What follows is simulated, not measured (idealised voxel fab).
Presented below is a process module, voxel ribs on slabs.
In the cross-section labelled cut, the width is 160 nm and each square cell is 5 nm.
Cross-section spec: square-cell grid; bands listed top down; each band is one or more rows. The entry gives the band's vertical extent as a top height and a bottom height in nm, then its horizontal make-up as materials from left to right, each with a width in nm. "empty" stands for empty space; a single material marked "edge to edge" fills the band edge to edge. We count height from 0. Below that, the starting wafer is all one material. The lowest band never ends at the bottom but goes on down; see "0..down" for how that is written. When a width is written as two numbers, as in "30->40", the first number is the width in the top row of cells of the band and the second is the width in its bottom row, and the width changes by the same amount from each row to the next. For the purposes of this document, the phrase "nothing changed" attached to a step denotes that no cell within the cross-section was modified by that step. "Internal closed voids" specifies each empty space that is not open to the top and that occupies no fewer than 8 cells, using the form width x height at distance, the distance measured from the left edge and all three quantities in nm. If you see something after the settings on a step's line, that's the simulator's own remark about that step. A step's line can hold "overlay nm"; with a mask on that step, the setting says how far right of the planned place the mask lay, while a negative setting says it lay to the left.
-- Steps in the process plan
1 RECEIVE: material Si
2 DIRECTIONAL_DEP: material SiO2, thk nm 20
3 DIRECTIONAL_DEP: material polySi, thk nm 25
4 DIRECTIONAL_DEP: material aC, thk nm 10
5 PATTERN: tone cover, mask id RIB, material resist, width nm 30, thk nm 25, overlay nm 0
6 DIRECTIONAL_ETCH: etch materials aC, depth nm 10
7 STRIP: etch materials resist
8 DIRECTIONAL_ETCH: etch materials polySi, depth nm 5
9 STRIP: etch materials aC
10 DIRECTIONAL_DEP: material aC, thk nm 15
11 PATTERN: tone cover, mask id SLAB, material resist, width nm 80, thk nm 35, overlay nm 0
12 DIRECTIONAL_ETCH: etch materials aC, depth nm 15
13 STRIP: etch materials resist
14 DIRECTIONAL_ETCH: etch materials polySi, depth nm 20
15 STRIP: etch materials aC
16 FILL_DEP: material SiO2, thk nm 20
17 CMP: height nm 60
18 DIRECTIONAL_DEP: material W, thk nm 10
19 DIRECTIONAL_DEP: material aC, thk nm 15
20 PATTERN: tone cover, mask id HEATER, material resist, width nm 40, thk nm 30, overlay nm 0
21 DIRECTIONAL_ETCH: etch materials aC, depth nm 15
22 STRIP: etch materials resist
23 DIRECTIONAL_ETCH: etch materials W, depth nm 10
24 STRIP: etch materials aC
25 CONFORMAL_DEP: material SiO2, thk nm 10
It is noted that the wafers described herein are identical at the outset and are distinguished by the depth nm of step 8; the value stated in the plan corresponds to the first wafer.
-- As-received cross-section, first of several wafers, post step 1
> 0..down = Si edge to edge
> Internal closed voids: none
-- Cross-section after step 25, the final step of the module, for the first of several wafers
> 80..70 = empty 50 nm  SiO2 60 nm  empty 50 nm
> 70..60 = SiO2 60 nm  W 40 nm  SiO2 60 nm
> 60..45 = SiO2 edge to edge
> 45..40 = SiO2 65 nm  polySi 30 nm  SiO2 65 nm
> 40..20 = SiO2 40 nm  polySi 80 nm  SiO2 40 nm
> 20..0 = SiO2 edge to edge
> 0..down = Si edge to edge
> Internal closed voids: none
-- Cross-section, module end, final of several wafers
> 80..70 = empty 50 nm  SiO2 60 nm  empty 50 nm
> 70..60 = SiO2 60 nm  W 40 nm  SiO2 60 nm
> 60..45 = SiO2 edge to edge
> 45..25 = SiO2 65 nm  polySi 30 nm  SiO2 65 nm
> 25..20 = SiO2 40 nm  polySi 80 nm  SiO2 40 nm
> 20..0 = SiO2 edge to edge
> 0..down = Si edge to edge
> Internal closed voids: none
-- Below, a row for every wafer. Read it as the end-of-module picture: for each material the wafer shows its cells gained (+) or lost (-) since it was received, and then its closed voids
depth nm 5 | +386 SiO2 | +16 W | +70 polySi | Internal closed voids: none
depth nm 10 | +396 SiO2 | +16 W | +60 polySi | Internal closed voids: none
depth nm 15 | +406 SiO2 | +16 W | +50 polySi | Internal closed voids: none
depth nm 20 | +416 SiO2 | +16 W | +40 polySi | Internal closed voids: none
